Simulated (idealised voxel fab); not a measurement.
The following is a process module called voxel gate over fins.
This is section cut - it's 250 nm across, gridded in 5 nm square cells.
Heads up, the way a cross-section reads in here is a grid of square cells, handed over as bands from the top down, with every band being one or more rows of cells. Within each band entry, the heights of the top and of the bottom of the band appear first, in that order and in nm; the materials of the band then follow from left to right, each with its corresponding width in nm. The designation "edge to edge" on a single material indicates that it fills the band from edge to edge; the designation "blank" indicates empty space. Zero point of the height axis is 0; under it, received wafer = one material. Lowest band: continues down indefinitely, "0..down". Per-row width for "30..40": begins at first number (top row of band), ends at second number (bottom row), increment between rows held constant. Reading "no change" for a step: not a cell of the cross-section changed in it. Empty spaces counting at least 8 cells and having no open way to the top are listed in "Closed void entries". The notation width x height at distance is used for each, the distance being from the left edge and all three values in nm. Text after the settings on a step's line: the simulator's own remark on that step. overlay nm: for a step with a mask, the amount by which the mask lay right of where it was planned; a negative amount means left of it.

# Process steps - plan
| 1 | RECEIVE (material Si) |
| 2 | CONFORMAL_DEP (material SiN; thk nm 10) |
| 3 | PATTERN (tone cover; mask id FINS; material resist; width nm 15; pitch nm 60; thk nm 20; overlay nm 0) |
| 4 | DIRECTIONAL_ETCH (etch materials SiN; depth nm 10) |
| 5 | DIRECTIONAL_ETCH (etch materials Si; depth nm 40) |
| 6 | STRIP (etch materials resist) |
| 7 | OXIDIZE (depth nm 5) |
| 8 | FILL_DEP (material SiO2; thk nm 5) |
| 9 | CMP (height nm 10) |
| 10 | MASKED_ETCH (tone open; mask id RAIL; width nm 15; etch materials SiO2; depth nm 45; overlay nm 0) |
| 11 | CONFORMAL_DEP (material TiN; thk nm 5) |
| 12 | FILL_DEP (material Ru; thk nm 10) |
| 13 | CMP (height nm 10) |
| 14 | SELECTIVE_ETCH (etch materials W Ru TiN; depth nm 25) |
| 15 | FILL_DEP (material SiO2; thk nm 5) |
| 16 | CMP (height nm 10) |
| 17 | SELECTIVE_ETCH (etch materials SiO2; depth nm 20) |
| 18 | STRIP (etch materials SiN) |
| 19 | CONFORMAL_DEP (material HfO2; thk nm 5) |
| 20 | CONFORMAL_DEP (material TiN; thk nm 5) |
| 21 | CONFORMAL_DEP (material TiAl; thk nm 5) |
| 22 | CONFORMAL_DEP (material TiN; thk nm 5) |
| 23 | FILL_DEP (material W; thk nm 10) |
| 24 | CMP (height nm 25) |
| 25 | CONFORMAL_DEP (material SiCN; thk nm 10) |

# Below: the first of two wafers, run as planned

# Wafer at receipt (post step 1), cross-section
> 0..down | Si edge to edge
> Closed void entries: none

# Take a look at the wafer's cross-section after step 2
> 10..0 | SiN edge to edge
> Below 0, no change.

# Take a look at the wafer's cross-section after step 3
> 30..10 | blank (25) | resist (15) | blank (45) | resist (15) | blank (45) | resist (15) | blank (45) | resist (15) | blank (30)
> Below 10, no change.

# Take a look at the wafer's cross-section after step 4
> 30..10 | blank (25) | resist (15) | blank (45) | resist (15) | blank (45) | resist (15) | blank (45) | resist (15) | blank (30)
> 10..0 | blank (25) | SiN (15) | blank (45) | SiN (15) | blank (45) | SiN (15) | blank (45) | SiN (15) | blank (30)
> Below 0, no change.

# Take a look at the wafer's cross-section after step 5
> 30..10 | blank (25) | resist (15) | blank (45) | resist (15) | blank (45) | resist (15) | blank (45) | resist (15) | blank (30)
> 10..0 | blank (25) | SiN (15) | blank (45) | SiN (15) | blank (45) | SiN (15) | blank (45) | SiN (15) | blank (30)
> 0..-40 | blank (25) | Si (15) | blank (45) | Si (15) | blank (45) | Si (15) | blank (45) | Si (15) | blank (30)
> Below -40, no change.

# Take a look at the wafer's cross-section after step 6
> 10..0 | blank (25) | SiN (15) | blank (45) | SiN (15) | blank (45) | SiN (15) | blank (45) | SiN (15) | blank (30)
> Below 0, no change.

# Take a look at the wafer's cross-section after step 7
> 10..0 | blank (25) | SiN (15) | blank (45) | SiN (15) | blank (45) | SiN (15) | blank (45) | SiN (15) | blank (30)
> 0..-40 | blank (25) | SiO2 (5) | Si (5) | SiO2 (5) | blank (45) | SiO2 (5) | Si (5) | SiO2 (5) | blank (45) | SiO2 (5) | Si (5) | SiO2 (5) | blank (45) | SiO2 (5) | Si (5) | SiO2 (5) | blank (30)
> -40..-45 | SiO2 (30) | Si (5) | SiO2 (55) | Si (5) | SiO2 (55) | Si (5) | SiO2 (55) | Si (5) | SiO2 (35)
> Below -45, no change.

# Take a look at the wafer's cross-section after step 8
> 15..10 | SiO2 edge to edge
> 10..0 | SiO2 (25) | SiN (15) | SiO2 (45) | SiN (15) | SiO2 (45) | SiN (15) | SiO2 (45) | SiN (15) | SiO2 (30)
> 0..-45 | SiO2 (30) | Si (5) | SiO2 (55) | Si (5) | SiO2 (55) | Si (5) | SiO2 (55) | Si (5) | SiO2 (35)
> Below -45, no change.

# Take a look at the wafer's cross-section after step 9
> 10..0 | SiO2 (25) | SiN (15) | SiO2 (45) | SiN (15) | SiO2 (45) | SiN (15) | SiO2 (45) | SiN (15) | SiO2 (30)
> Below 0, no change.

# Take a look at the wafer's cross-section after step 10
> 10..0 | SiO2 (25) | SiN (15) | SiO2 (15) | blank (15) | SiO2 (15) | SiN (15) | SiO2 (45) | SiN (15) | SiO2 (45) | SiN (15) | SiO2 (30)
> 0..-35 | SiO2 (30) | Si (5) | SiO2 (20) | blank (15) | SiO2 (20) | Si (5) | SiO2 (55) | Si (5) | SiO2 (55) | Si (5) | SiO2 (35)
> Below -35, no change.

# Take a look at the wafer's cross-section after step 11
> 15..10 | TiN (60) | blank (5) | TiN (185)
> 10..0 | SiO2 (25) | SiN (15) | SiO2 (15) | TiN (5) | blank (5) | TiN (5) | SiO2 (15) | SiN (15) | SiO2 (45) | SiN (15) | SiO2 (45) | SiN (15) | SiO2 (30)
> 0..-30 | SiO2 (30) | Si (5) | SiO2 (20) | TiN (5) | blank (5) | TiN (5) | SiO2 (20) | Si (5) | SiO2 (55) | Si (5) | SiO2 (55) | Si (5) | SiO2 (35)
> -30..-35 | SiO2 (30) | Si (5) | SiO2 (20) | TiN (15) | SiO2 (20) | Si (5) | SiO2 (55) | Si (5) | SiO2 (55) | Si (5) | SiO2 (35)
> Below -35, no change.

# Take a look at the wafer's cross-section after step 12
> 25..15 | Ru edge to edge
> 15..10 | TiN (60) | Ru (5) | TiN (185)
> 10..0 | SiO2 (25) | SiN (15) | SiO2 (15) | TiN (5) | Ru (5) | TiN (5) | SiO2 (15) | SiN (15) | SiO2 (45) | SiN (15) | SiO2 (45) | SiN (15) | SiO2 (30)
> 0..-30 | SiO2 (30) | Si (5) | SiO2 (20) | TiN (5) | Ru (5) | TiN (5) | SiO2 (20) | Si (5) | SiO2 (55) | Si (5) | SiO2 (55) | Si (5) | SiO2 (35)
> Below -30, no change.

# Take a look at the wafer's cross-section after step 13
> 10..0 | SiO2 (25) | SiN (15) | SiO2 (15) | TiN (5) | Ru (5) | TiN (5) | SiO2 (15) | SiN (15) | SiO2 (45) | SiN (15) | SiO2 (45) | SiN (15) | SiO2 (30)
> Below 0, no change.

# Take a look at the wafer's cross-section after step 14
> 10..0 | SiO2 (25) | SiN (15) | SiO2 (15) | blank (15) | SiO2 (15) | SiN (15) | SiO2 (45) | SiN (15) | SiO2 (45) | SiN (15) | SiO2 (30)
> 0..-15 | SiO2 (30) | Si (5) | SiO2 (20) | blank (15) | SiO2 (20) | Si (5) | SiO2 (55) | Si (5) | SiO2 (55) | Si (5) | SiO2 (35)
> Below -15, no change.

# Take a look at the wafer's cross-section after step 15
> 15..10 | SiO2 edge to edge
> 10..0 | SiO2 (25) | SiN (15) | SiO2 (45) | SiN (15) | SiO2 (45) | SiN (15) | SiO2 (45) | SiN (15) | SiO2 (30)
> 0..-15 | SiO2 (30) | Si (5) | SiO2 (55) | Si (5) | SiO2 (55) | Si (5) | SiO2 (55) | Si (5) | SiO2 (35)
> Below -15, no change.

# Take a look at the wafer's cross-section after step 16
> 10..0 | SiO2 (25) | SiN (15) | SiO2 (45) | SiN (15) | SiO2 (45) | SiN (15) | SiO2 (45) | SiN (15) | SiO2 (30)
> Below 0, no change.

# Take a look at the wafer's cross-section after step 17
> 10..0 | blank (25) | SiN (15) | blank (45) | SiN (15) | blank (45) | SiN (15) | blank (45) | SiN (15) | blank (30)
> 0..-10 | blank (30) | Si (5) | blank (55) | Si (5) | blank (55) | Si (5) | blank (55) | Si (5) | blank (35)
> Below -10, no change.

# Take a look at the wafer's cross-section after step 18
> 0..-10 | blank (30) | Si (5) | blank (55) | Si (5) | blank (55) | Si (5) | blank (55) | Si (5) | blank (35)
> Below -10, no change.

# Take a look at the wafer's cross-section after step 19
> 5..0 | blank (25) | HfO2 (15) | blank (45) | HfO2 (15) | blank (45) | HfO2 (15) | blank (45) | HfO2 (15) | blank (30)
> 0..-5 | blank (25) | HfO2 (5) | Si (5) | HfO2 (5) | blank (45) | HfO2 (5) | Si (5) | HfO2 (5) | blank (45) | HfO2 (5) | Si (5) | HfO2 (5) | blank (45) | HfO2 (5) | Si (5) | HfO2 (5) | blank (30)
> -5..-10 | HfO2 (30) | Si (5) | HfO2 (55) | Si (5) | HfO2 (55) | Si (5) | HfO2 (55) | Si (5) | HfO2 (35)
> Below -10, no change.

# Take a look at the wafer's cross-section after step 20
> 10..5 | blank (20) | TiN (25) | blank (35) | TiN (25) | blank (35) | TiN (25) | blank (35) | TiN (25) | blank (25)
> 5..0 | blank (20) | TiN (5) | HfO2 (15) | TiN (5) | blank (35) | TiN (5) | HfO2 (15) | TiN (5) | blank (35) | TiN (5) | HfO2 (15) | TiN (5) | blank (35) | TiN (5) | HfO2 (15) | TiN (5) | blank (25)
> 0..-5 | TiN (25) | HfO2 (5) | Si (5) | HfO2 (5) | TiN (45) | HfO2 (5) | Si (5) | HfO2 (5) | TiN (45) | HfO2 (5) | Si (5) | HfO2 (5) | TiN (45) | HfO2 (5) | Si (5) | HfO2 (5) | TiN (30)
> Below -5, no change.

# Take a look at the wafer's cross-section after step 21
> 15..10 | blank (15) | TiAl (35) | blank (25) | TiAl (35) | blank (25) | TiAl (35) | blank (25) | TiAl (35) | blank (20)
> 10..5 | blank (15) | TiAl (5) | TiN (25) | TiAl (5) | blank (25) | TiAl (5) | TiN (25) | TiAl (5) | blank (25) | TiAl (5) | TiN (25) | TiAl (5) | blank (25) | TiAl (5) | TiN (25) | TiAl (5) | blank (20)
> 5..0 | TiAl (20) | TiN (5) | HfO2 (15) | TiN (5) | TiAl (35) | TiN (5) | HfO2 (15) | TiN (5) | TiAl (35) | TiN (5) | HfO2 (15) | TiN (5) | TiAl (35) | TiN (5) | HfO2 (15) | TiN (5) | TiAl (25)
> Below 0, no change.

# Take a look at the wafer's cross-section after step 22
> 20..15 | blank (10) | TiN (45) | blank (15) | TiN (45) | blank (15) | TiN (45) | blank (15) | TiN (45) | blank (15)
> 15..10 | blank (10) | TiN (5) | TiAl (35) | TiN (5) | blank (15) | TiN (5) | TiAl (35) | TiN (5) | blank (15) | TiN (5) | TiAl (35) | TiN (5) | blank (15) | TiN (5) | TiAl (35) | TiN (5) | blank (15)
> 10..5 | TiN (15) | TiAl (5) | TiN (25) | TiAl (5) | TiN (25) | TiAl (5) | TiN (25) | TiAl (5) | TiN (25) | TiAl (5) | TiN (25) | TiAl (5) | TiN (25) | TiAl (5) | TiN (25) | TiAl (5) | TiN (20)
> Below 5, no change.

# Take a look at the wafer's cross-section after step 23
> 30..20 | W edge to edge
> 20..15 | W (10) | TiN (45) | W (15) | TiN (45) | W (15) | TiN (45) | W (15) | TiN (45) | W (15)
> 15..10 | W (10) | TiN (5) | TiAl (35) | TiN (5) | W (15) | TiN (5) | TiAl (35) | TiN (5) | W (15) | TiN (5) | TiAl (35) | TiN (5) | W (15) | TiN (5) | TiAl (35) | TiN (5) | W (15)
> Below 10, no change.

# Take a look at the wafer's cross-section after step 24
> 25..20 | W edge to edge
> Below 20, no change.

# Take a look at the wafer's cross-section after step 25
> 35..25 | SiCN edge to edge
> Below 25, no change.

# Wafer two. Same start, same plan, one slip in execution. Same as wafer one through step 9, inclusive

# Second wafer, cross-section, planned end of step 10
> 10..0 | blank (25) | SiN (15) | blank (15) | SiO2 (15) | blank (15) | SiN (15) | blank (45) | SiN (15) | blank (45) | SiN (15) | blank (30)
> 0..-35 | blank (25) | SiO2 (5) | Si (5) | SiO2 (5) | blank (15) | SiO2 (15) | blank (15) | SiO2 (5) | Si (5) | SiO2 (5) | blank (45) | SiO2 (5) | Si (5) | SiO2 (5) | blank (45) | SiO2 (5) | Si (5) | SiO2 (5) | blank (30)
> Below -35, no change.

# Second wafer, cross-section, planned end of step 11
> 15..10 | blank (20) | TiN (25) | blank (5) | TiN (25) | blank (5) | TiN (25) | blank (35) | TiN (25) | blank (35) | TiN (25) | blank (25)
> 10..0 | blank (20) | TiN (5) | SiN (15) | TiN (5) | blank (5) | TiN (5) | SiO2 (15) | TiN (5) | blank (5) | TiN (5) | SiN (15) | TiN (5) | blank (35) | TiN (5) | SiN (15) | TiN (5) | blank (35) | TiN (5) | SiN (15) | TiN (5) | blank (25)
> 0..-30 | blank (20) | TiN (5) | SiO2 (5) | Si (5) | SiO2 (5) | TiN (5) | blank (5) | TiN (5) | SiO2 (15) | TiN (5) | blank (5) | TiN (5) | SiO2 (5) | Si (5) | SiO2 (5) | TiN (5) | blank (35) | TiN (5) | SiO2 (5) | Si (5) | SiO2 (5) | TiN (5) | blank (35) | TiN (5) | SiO2 (5) | Si (5) | SiO2 (5) | TiN (5) | blank (25)
> -30..-35 | TiN (25) | SiO2 (5) | Si (5) | SiO2 (5) | TiN (15) | SiO2 (15) | TiN (15) | SiO2 (5) | Si (5) | SiO2 (5) | TiN (45) | SiO2 (5) | Si (5) | SiO2 (5) | TiN (45) | SiO2 (5) | Si (5) | SiO2 (5) | TiN (30)
> Below -35, no change.

# Second wafer, cross-section, planned end of step 12
> 25..15 | Ru edge to edge
> 15..10 | Ru (20) | TiN (25) | Ru (5) | TiN (25) | Ru (5) | TiN (25) | Ru (35) | TiN (25) | Ru (35) | TiN (25) | Ru (25)
> 10..0 | Ru (20) | TiN (5) | SiN (15) | TiN (5) | Ru (5) | TiN (5) | SiO2 (15) | TiN (5) | Ru (5) | TiN (5) | SiN (15) | TiN (5) | Ru (35) | TiN (5) | SiN (15) | TiN (5) | Ru (35) | TiN (5) | SiN (15) | TiN (5) | Ru (25)
> 0..-30 | Ru (20) | TiN (5) | SiO2 (5) | Si (5) | SiO2 (5) | TiN (5) | Ru (5) | TiN (5) | SiO2 (15) | TiN (5) | Ru (5) | TiN (5) | SiO2 (5) | Si (5) | SiO2 (5) | TiN (5) | Ru (35) | TiN (5) | SiO2 (5) | Si (5) | SiO2 (5) | TiN (5) | Ru (35) | TiN (5) | SiO2 (5) | Si (5) | SiO2 (5) | TiN (5) | Ru (25)
> Below -30, no change.

# Second wafer, cross-section, planned end of step 13
> 10..0 | Ru (20) | TiN (5) | SiN (15) | TiN (5) | Ru (5) | TiN (5) | SiO2 (15) | TiN (5) | Ru (5) | TiN (5) | SiN (15) | TiN (5) | Ru (35) | TiN (5) | SiN (15) | TiN (5) | Ru (35) | TiN (5) | SiN (15) | TiN (5) | Ru (25)
> Below 0, no change.

# Second wafer, cross-section, planned end of step 14
> 10..0 | blank (25) | SiN (15) | blank (15) | SiO2 (15) | blank (15) | SiN (15) | blank (45) | SiN (15) | blank (45) | SiN (15) | blank (30)
> 0..-15 | blank (25) | SiO2 (5) | Si (5) | SiO2 (5) | blank (15) | SiO2 (15) | blank (15) | SiO2 (5) | Si (5) | SiO2 (5) | blank (45) | SiO2 (5) | Si (5) | SiO2 (5) | blank (45) | SiO2 (5) | Si (5) | SiO2 (5) | blank (30)
> Below -15, no change.

# Second wafer, cross-section, planned end of step 15
> 15..10 | SiO2 edge to edge
> 10..0 | SiO2 (25) | SiN (15) | SiO2 (45) | SiN (15) | SiO2 (45) | SiN (15) | SiO2 (45) | SiN (15) | SiO2 (30)
> 0..-15 | SiO2 (30) | Si (5) | SiO2 (55) | Si (5) | SiO2 (55) | Si (5) | SiO2 (55) | Si (5) | SiO2 (35)
> Below -15, no change.

# Second wafer, cross-section, planned end of step 16
> 10..0 | SiO2 (25) | SiN (15) | SiO2 (45) | SiN (15) | SiO2 (45) | SiN (15) | SiO2 (45) | SiN (15) | SiO2 (30)
> Below 0, no change.

# Second wafer, cross-section, planned end of step 17
> 10..0 | blank (25) | SiN (15) | blank (45) | SiN (15) | blank (45) | SiN (15) | blank (45) | SiN (15) | blank (30)
> 0..-10 | blank (30) | Si (5) | blank (55) | Si (5) | blank (55) | Si (5) | blank (55) | Si (5) | blank (35)
> Below -10, no change.

# Second wafer, cross-section, planned end of step 18
> 0..-10 | blank (30) | Si (5) | blank (55) | Si (5) | blank (55) | Si (5) | blank (55) | Si (5) | blank (35)
> Below -10, no change.

# Second wafer, cross-section, planned end of step 19
> 5..0 | blank (25) | HfO2 (15) | blank (45) | HfO2 (15) | blank (45) | HfO2 (15) | blank (45) | HfO2 (15) | blank (30)
> 0..-5 | blank (25) | HfO2 (5) | Si (5) | HfO2 (5) | blank (45) | HfO2 (5) | Si (5) | HfO2 (5) | blank (45) | HfO2 (5) | Si (5) | HfO2 (5) | blank (45) | HfO2 (5) | Si (5) | HfO2 (5) | blank (30)
> -5..-10 | HfO2 (30) | Si (5) | HfO2 (55) | Si (5) | HfO2 (55) | Si (5) | HfO2 (55) | Si (5) | HfO2 (35)
> Below -10, no change.

# Second wafer, cross-section, planned end of step 20
> 10..5 | blank (20) | TiN (25) | blank (35) | TiN (25) | blank (35) | TiN (25) | blank (35) | TiN (25) | blank (25)
> 5..0 | blank (20) | TiN (5) | HfO2 (15) | TiN (5) | blank (35) | TiN (5) | HfO2 (15) | TiN (5) | blank (35) | TiN (5) | HfO2 (15) | TiN (5) | blank (35) | TiN (5) | HfO2 (15) | TiN (5) | blank (25)
> 0..-5 | TiN (25) | HfO2 (5) | Si (5) | HfO2 (5) | TiN (45) | HfO2 (5) | Si (5) | HfO2 (5) | TiN (45) | HfO2 (5) | Si (5) | HfO2 (5) | TiN (45) | HfO2 (5) | Si (5) | HfO2 (5) | TiN (30)
> Below -5, no change.

# Second wafer, cross-section, planned end of step 21
> 15..10 | blank (15) | TiAl (35) | blank (25) | TiAl (35) | blank (25) | TiAl (35) | blank (25) | TiAl (35) | blank (20)
> 10..5 | blank (15) | TiAl (5) | TiN (25) | TiAl (5) | blank (25) | TiAl (5) | TiN (25) | TiAl (5) | blank (25) | TiAl (5) | TiN (25) | TiAl (5) | blank (25) | TiAl (5) | TiN (25) | TiAl (5) | blank (20)
> 5..0 | TiAl (20) | TiN (5) | HfO2 (15) | TiN (5) | TiAl (35) | TiN (5) | HfO2 (15) | TiN (5) | TiAl (35) | TiN (5) | HfO2 (15) | TiN (5) | TiAl (35) | TiN (5) | HfO2 (15) | TiN (5) | TiAl (25)
> Below 0, no change.

# Second wafer, cross-section, planned end of step 22
> 20..15 | blank (10) | TiN (45) | blank (15) | TiN (45) | blank (15) | TiN (45) | blank (15) | TiN (45) | blank (15)
> 15..10 | blank (10) | TiN (5) | TiAl (35) | TiN (5) | blank (15) | TiN (5) | TiAl (35) | TiN (5) | blank (15) | TiN (5) | TiAl (35) | TiN (5) | blank (15) | TiN (5) | TiAl (35) | TiN (5) | blank (15)
> 10..5 | TiN (15) | TiAl (5) | TiN (25) | TiAl (5) | TiN (25) | TiAl (5) | TiN (25) | TiAl (5) | TiN (25) | TiAl (5) | TiN (25) | TiAl (5) | TiN (25) | TiAl (5) | TiN (25) | TiAl (5) | TiN (20)
> Below 5, no change.

# Second wafer, cross-section, planned end of step 23
> 30..20 | W edge to edge
> 20..15 | W (10) | TiN (45) | W (15) | TiN (45) | W (15) | TiN (45) | W (15) | TiN (45) | W (15)
> 15..10 | W (10) | TiN (5) | TiAl (35) | TiN (5) | W (15) | TiN (5) | TiAl (35) | TiN (5) | W (15) | TiN (5) | TiAl (35) | TiN (5) | W (15) | TiN (5) | TiAl (35) | TiN (5) | W (15)
> Below 10, no change.

# Second wafer, cross-section, planned end of step 24
> 25..20 | W edge to edge
> Below 20, no change.

# Second wafer, cross-section, planned end of step 25
> 35..25 | SiCN edge to edge
> Below 25, no change.
Run error: not per plan at step 10, really ran MASKED_ETCH (tone cover; mask id RAIL; width nm 15; etch materials SiO2; depth nm 45; overlay nm 0)
Cell-count delta at end, second wafer over first, by material: Ru +72 | SiO2 -128 | TiN +56
